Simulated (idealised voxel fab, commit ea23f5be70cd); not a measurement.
voxel released beams: a process module
Shown is cross-section cut, with a width of 220 nm and square cells of size 5 nm.
Bands, listed from the top down, are how a cross-section gets written in this document; the cross-section itself is a grid of square cells, and a band is one or more rows of them.
Each band's line starts with the height of the band's top and of its bottom, in nm. Then come its materials from left to right, each with its width in nm. One material with "throughout" fills the band from edge to edge. "air" is empty space.
Measure heights from 0. That's the level where, below it, the as-received wafer is all one material. The lowest band is bottomless and extends downward; write it as in "from 0 down".
A width such as "30..40" changes by the same amount from each row of cells to the next, from the band's top row to its bottom row.
The cross-section has no changed cell in any step marked "left unchanged".
"Fully sealed cavities" - sealed voids, min. 8 cells, no opening to top; format: width x height at distance (distance from left edge; nm throughout).
Formally, on a step line, whatever follows the settings is a remark that the simulator itself makes on the step.
What "overlay nm" on a step's line means: if the step has a mask, that mask lay this far to the right of its planned place, or, when the value is negative, to the left.
### So here's the lineup of process steps we planned
1 RECEIVE,material Si
2 CONFORMAL_DEP,material SiN,thk nm 5
3 DIRECTIONAL_DEP,material SiO2,thk nm 15
4 DIRECTIONAL_DEP,material aC,thk nm 15
5 PATTERN,tone open,mask id ANCHOR,material resist,width nm 30,thk nm 30,overlay nm 0
6 DIRECTIONAL_ETCH,etch materials aC,depth nm 15
7 STRIP,etch materials resist
8 DIRECTIONAL_ETCH,etch materials SiO2,depth nm 15
9 STRIP,etch materials aC
10 CONFORMAL_DEP,material W,thk nm 10
11 DIRECTIONAL_DEP,material aC,thk nm 10
12 PATTERN,tone cover,mask id BEAM,material resist,width nm 105,thk nm 25,overlay nm 0
13 DIRECTIONAL_ETCH,etch materials aC,depth nm 10
14 STRIP,etch materials resist
15 DIRECTIONAL_ETCH,etch materials W,depth nm 10
16 STRIP,etch materials aC
17 STRIP,etch materials SiO2
### First of two wafers - as planned
### Wafer as received: cross-section following step 1
> from 0 down | Si throughout
> Fully sealed cavities: none
### Step 2 done - wafer cross-section
> from 5 to 0 | SiN throughout
> Under 0: no change, same as before.
### Step 3 done - wafer cross-section
> from 20 to 5 | SiO2 throughout
> Under 5: no change, same as before.
### Step 4 done - wafer cross-section
> from 35 to 20 | aC throughout
> Under 20: no change, same as before.
### Step 5 done - wafer cross-section
> from 65 to 35 | resist (60) | air (30) | resist (130)
> Under 35: no change, same as before.
### Step 6 done - wafer cross-section
> from 50 to 35 | resist (60) | air (30) | resist (130)
> from 35 to 20 | aC (60) | air (30) | aC (130)
> Under 20: no change, same as before.
### Step 7 done - wafer cross-section
> from 35 to 20 | aC (60) | air (30) | aC (130)
> Under 20: no change, same as before.
### Step 8 done - wafer cross-section
> from 35 to 20 | aC (60) | air (30) | aC (130)
> from 20 to 5 | SiO2 (60) | air (30) | SiO2 (130)
> Under 5: no change, same as before.
### Step 9 done - wafer cross-section
> from 20 to 5 | SiO2 (60) | air (30) | SiO2 (130)
> Under 5: no change, same as before.
### Step 10 done - wafer cross-section
> from 30 to 20 | W (70) | air (10) | W (140)
> from 20 to 15 | SiO2 (60) | W (10) | air (10) | W (10) | SiO2 (130)
> from 15 to 5 | SiO2 (60) | W (30) | SiO2 (130)
> Under 5: no change, same as before.
### Step 11 done - wafer cross-section
> from 40 to 30 | aC (70) | air (10) | aC (140)
> from 30 to 25 | W (70) | air (10) | W (140)
> from 25 to 20 | W (70) | aC (10) | W (140)
> from 20 to 15 | SiO2 (60) | W (10) | aC (10) | W (10) | SiO2 (130)
> Under 15: no change, same as before.
### Step 12 done - wafer cross-section
> from 65 to 40 | air (55) | resist (105) | air (60)
> from 40 to 30 | aC (70) | resist (10) | aC (140)
> from 30 to 25 | W (70) | resist (10) | W (140)
> Under 25: no change, same as before.
### Step 13 done - wafer cross-section
> from 55 to 40 | air (55) | resist (105) | air (60)
> from 40 to 30 | air (55) | aC (15) | resist (10) | aC (80) | air (60)
> Under 30: no change, same as before.
### Step 14 done - wafer cross-section
> from 40 to 30 | air (55) | aC (15) | air (10) | aC (80) | air (60)
> from 30 to 25 | W (70) | air (10) | W (140)
> Under 25: no change, same as before.
### Step 15 done - wafer cross-section
> from 40 to 30 | air (55) | aC (15) | air (10) | aC (80) | air (60)
> from 30 to 25 | air (55) | W (15) | air (10) | W (80) | air (60)
> from 25 to 20 | air (55) | W (15) | aC (10) | W (80) | air (60)
> Under 20: no change, same as before.
### Step 16 done - wafer cross-section
> from 30 to 20 | air (55) | W (15) | air (10) | W (80) | air (60)
> from 20 to 15 | SiO2 (60) | W (10) | air (10) | W (10) | SiO2 (130)
> Under 15: no change, same as before.
### Step 17 done - wafer cross-section
> from 30 to 20 | air (55) | W (15) | air (10) | W (80) | air (60)
> from 20 to 15 | air (60) | W (10) | air (10) | W (10) | air (130)
> from 15 to 5 | air (60) | W (30) | air (130)
> Under 5: no change, same as before.
### The second wafer: identical to the first at the outset and in its planned sequence, differing only in that one mistake was made during processing; up to and including step 4, its path is the first wafer's path
### Cross-section of the second wafer corresponding to the planned conclusion of step 5
> from 65 to 35 | resist (55) | air (40) | resist (125)
> Under 35: no change, same as before.
### Cross-section of the second wafer corresponding to the planned conclusion of step 6
> from 50 to 35 | resist (55) | air (40) | resist (125)
> from 35 to 20 | aC (55) | air (40) | aC (125)
> Under 20: no change, same as before.
### Cross-section of the second wafer corresponding to the planned conclusion of step 7
> from 35 to 20 | aC (55) | air (40) | aC (125)
> Under 20: no change, same as before.
### Cross-section of the second wafer corresponding to the planned conclusion of step 8
> from 35 to 20 | aC (55) | air (40) | aC (125)
> from 20 to 5 | SiO2 (55) | air (40) | SiO2 (125)
> Under 5: no change, same as before.
### Cross-section of the second wafer corresponding to the planned conclusion of step 9
> from 20 to 5 | SiO2 (55) | air (40) | SiO2 (125)
> Under 5: no change, same as before.
### Cross-section of the second wafer corresponding to the planned conclusion of step 10
> from 30 to 20 | W (65) | air (20) | W (135)
> from 20 to 15 | SiO2 (55) | W (10) | air (20) | W (10) | SiO2 (125)
> from 15 to 5 | SiO2 (55) | W (40) | SiO2 (125)
> Under 5: no change, same as before.
### Cross-section of the second wafer corresponding to the planned conclusion of step 11
> from 40 to 30 | aC (65) | air (20) | aC (135)
> from 30 to 25 | W (65) | air (20) | W (135)
> from 25 to 20 | W (65) | aC (20) | W (135)
> from 20 to 15 | SiO2 (55) | W (10) | aC (20) | W (10) | SiO2 (125)
> Under 15: no change, same as before.
### Cross-section of the second wafer corresponding to the planned conclusion of step 12
> from 65 to 40 | air (55) | resist (105) | air (60)
> from 40 to 30 | aC (65) | resist (20) | aC (135)
> from 30 to 25 | W (65) | resist (20) | W (135)
> Under 25: no change, same as before.
### Cross-section of the second wafer corresponding to the planned conclusion of step 13
> from 55 to 40 | air (55) | resist (105) | air (60)
> from 40 to 30 | air (55) | aC (10) | resist (20) | aC (75) | air (60)
> Under 30: no change, same as before.
### Cross-section of the second wafer corresponding to the planned conclusion of step 14
> from 40 to 30 | air (55) | aC (10) | air (20) | aC (75) | air (60)
> from 30 to 25 | W (65) | air (20) | W (135)
> Under 25: no change, same as before.
### Cross-section of the second wafer corresponding to the planned conclusion of step 15
> from 40 to 30 | air (55) | aC (10) | air (20) | aC (75) | air (60)
> from 30 to 25 | air (55) | W (10) | air (20) | W (75) | air (60)
> from 25 to 20 | air (55) | W (10) | aC (20) | W (75) | air (60)
> Under 20: no change, same as before.
### Cross-section of the second wafer corresponding to the planned conclusion of step 16
> from 30 to 20 | air (55) | W (10) | air (20) | W (75) | air (60)
> from 20 to 15 | SiO2 (55) | W (10) | air (20) | W (10) | SiO2 (125)
> Under 15: no change, same as before.
### Cross-section of the second wafer corresponding to the planned conclusion of step 17
> from 30 to 20 | air (55) | W (10) | air (20) | W (75) | air (60)
> from 20 to 15 | air (55) | W (10) | air (20) | W (10) | air (125)
> from 15 to 5 | air (55) | W (40) | air (125)
> Under 5: no change, same as before.
Plan not followed: note that step 5 departed from the planned setting and was carried out as PATTERN,tone open,mask id ANCHOR,material resist,width nm 40,thk nm 30,overlay nm 0
The concluding comparison shows that, measured in cells, each material is equally abundant on both wafers, albeit at different positions.
